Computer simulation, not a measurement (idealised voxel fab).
Process module heading - voxel air gaps
Square cell edge 5 nm, section width 245 nm, ID cut.
If you're reading a cross-section in this doc, picture square cells in a grid; it comes to you as bands, top ones listed first down to the bottom, and a band can be one or more rows of cells. Quick guide to a band line: top height, bottom height (nm) up front; then every material left to right with its width in nm. Only one material and it's marked "edge to edge"? Then it fills the band edge to edge. And "empty" just means empty space. A quick word on heights: they are counted from 0, and under that level the wafer as it came to us is one material throughout. The lowest band is different from the rest in having no bottom; it simply continues downward, written as in "0..down". Note: "30->40" means the width goes from the first number (top row of the band) to the second number (bottom row) in equal steps per row of cells. It should be understood that the words "nothing different", when stated for a given step, signify that the cross-section underwent no change in any of its cells during that step. This entry, "Voids, enclosed", enumerates those empty regions of no fewer than 8 cells that possess no open connection to the top. Each region is reported in the form width x height at distance, the distance being taken from the left edge, with all three quantities expressed in nm. after a step's settings: what the simulator itself notes on the step. Regarding "overlay nm": on a step with a mask, it is the distance the mask lay to the right of its planned place; a negative value places it to the left.
This section lists the process steps that were planned
step 1: RECEIVE, material Si
step 2: CONFORMAL_DEP, material SiO2, thk nm 10
step 3: CONFORMAL_DEP, material SiCN, thk nm 5
step 4: DIRECTIONAL_DEP, material SiO2, thk nm 40
step 5: DIRECTIONAL_DEP, material aC, thk nm 15
step 6: PATTERN, tone open, mask id LINES, material resist, width nm 25, pitch nm 55, thk nm 30, overlay nm 0
step 7: DIRECTIONAL_ETCH, etch materials aC, depth nm 15
step 8: STRIP, etch materials resist
step 9: DIRECTIONAL_ETCH, etch materials SiO2, depth nm 40
step 10: STRIP, etch materials aC
step 11: CONFORMAL_DEP, material TiN, thk nm 5
step 12: FILL_DEP, material W, thk nm 10
step 13: CMP, height nm 55
step 14: EPI, material Ru, thk nm 10
step 15: SELECTIVE_ETCH, etch materials SiO2, depth nm 50
step 16: CONFORMAL_DEP, material SiCN, thk nm 5
Cross-sectional view of the wafer in its as-received condition, corresponding to the state after step 1
  0..down  Si edge to edge
  Voids, enclosed: none
Here's the wafer cut in cross-section after the module, started and planned just like above, except one thing was done wrong in the run
  70..65  empty: 15, SiCN: 220, empty: 10
  65..55  empty: 15, SiCN: 5, Ru: 45, SiCN: 10, Ru: 45, SiCN: 10, Ru: 45, SiCN: 10, Ru: 45, SiCN: 5, empty: 10
  55..50  empty: 15, SiCN: 15, TiN: 5, W: 15, TiN: 5, SiCN: 30, TiN: 5, W: 15, TiN: 5, SiCN: 30, TiN: 5, W: 15, TiN: 5, SiCN: 30, TiN: 5, W: 15, TiN: 5, SiCN: 15, empty: 10
  50..20  empty: 25, SiCN: 5, TiN: 5, W: 15, TiN: 5, SiCN: 5, empty: 20, SiCN: 5, TiN: 5, W: 15, TiN: 5, SiCN: 5, empty: 20, SiCN: 5, TiN: 5, W: 15, TiN: 5, SiCN: 5, empty: 20, SiCN: 5, TiN: 5, W: 15, TiN: 5, SiCN: 5, empty: 20
  20..15  SiCN: 30, TiN: 25, SiCN: 30, TiN: 25, SiCN: 30, TiN: 25, SiCN: 30, TiN: 25, SiCN: 25
  15..10  SiCN edge to edge
  10..0  SiO2 edge to edge
  0..down  Si edge to edge
  Voids, enclosed: 20 x 30 at 60; 20 x 30 at 115; 20 x 30 at 170
Want to know what went wrong? step 6 off recipe, ran as PATTERN, tone open, mask id LINES, material resist, width nm 25, pitch nm 55, thk nm 30, overlay nm 5
